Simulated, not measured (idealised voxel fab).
Presented below is a process module, voxel spacer lines.
Square cells of 5 nm make up the cross-section cut, whose width is 200 nm.
A cross-section is a grid of square cells, given in bands from the top down. A band is one or more rows of cells. This entry defines a band. It first specifies the height of the band's top and the height of its bottom in nm, and then specifies the band's materials from left to right, stating each material with its width in nm. The word "throughout" identifies a single material that fills the band from edge to edge, while the word "empty" identifies empty space. Note: height 0 marks the level under which the wafer is uniformly one material as received. Lowest band unbounded below, written "0 nm and below". Graded width ("30->40"): value in top row of band = first number; value in bottom row = second number; row-to-row change constant. "no alterations made" after a step means that no cell of the cross-section changed. "Catalogued sealed voids": sealed empty spaces, 8 cells or more, no open way to top, listed width x height at distance, with distance from the left edge and width, height and distance in nm. Note: text after step settings on the step line = simulator remark on that step. "overlay nm" denotes, for a step that has a mask, the displacement of the mask to the right of its planned place, with negative values corresponding to the left.
So here's the lineup of process steps we planned:
step 1: RECEIVE with material Si
step 2: CONFORMAL_DEP with material Al2O3, thk nm 10
step 3: DIRECTIONAL_DEP with material W, thk nm 20
step 4: DIRECTIONAL_DEP with material aC, thk nm 20
step 5: PATTERN with tone cover, mask id MANDREL, material resist, width nm 20, pitch nm 60, thk nm 25, overlay nm 0
step 6: DIRECTIONAL_ETCH with etch materials aC, depth nm 20
step 7: STRIP with etch materials resist
step 8: CONFORMAL_DEP with material SiN, thk nm 10
step 9: DIRECTIONAL_ETCH with etch materials SiN, depth nm 10
step 10: STRIP with etch materials aC
step 11: DIRECTIONAL_ETCH with etch materials W, depth nm 20
step 12: STRIP with etch materials SiN
Incoming wafer in cross-section (state: after step 1):
* 0 nm and below = Si throughout
* Catalogued sealed voids: none
Here's the wafer cut in cross-section after the module, started and planned just like above, except one thing was done wrong in the run:
* 20 nm to 0 nm = 20 nm empty | 10 nm W | 20 nm empty | 10 nm W | 20 nm empty | 10 nm W | 20 nm empty | 10 nm W | 20 nm empty | 10 nm W | 20 nm empty | 10 nm W | 20 nm empty
* 0 nm and below = Si throughout
* Catalogued sealed voids: none
Finding, execution versus plan: step 2 in the plan did not get run; it was skipped
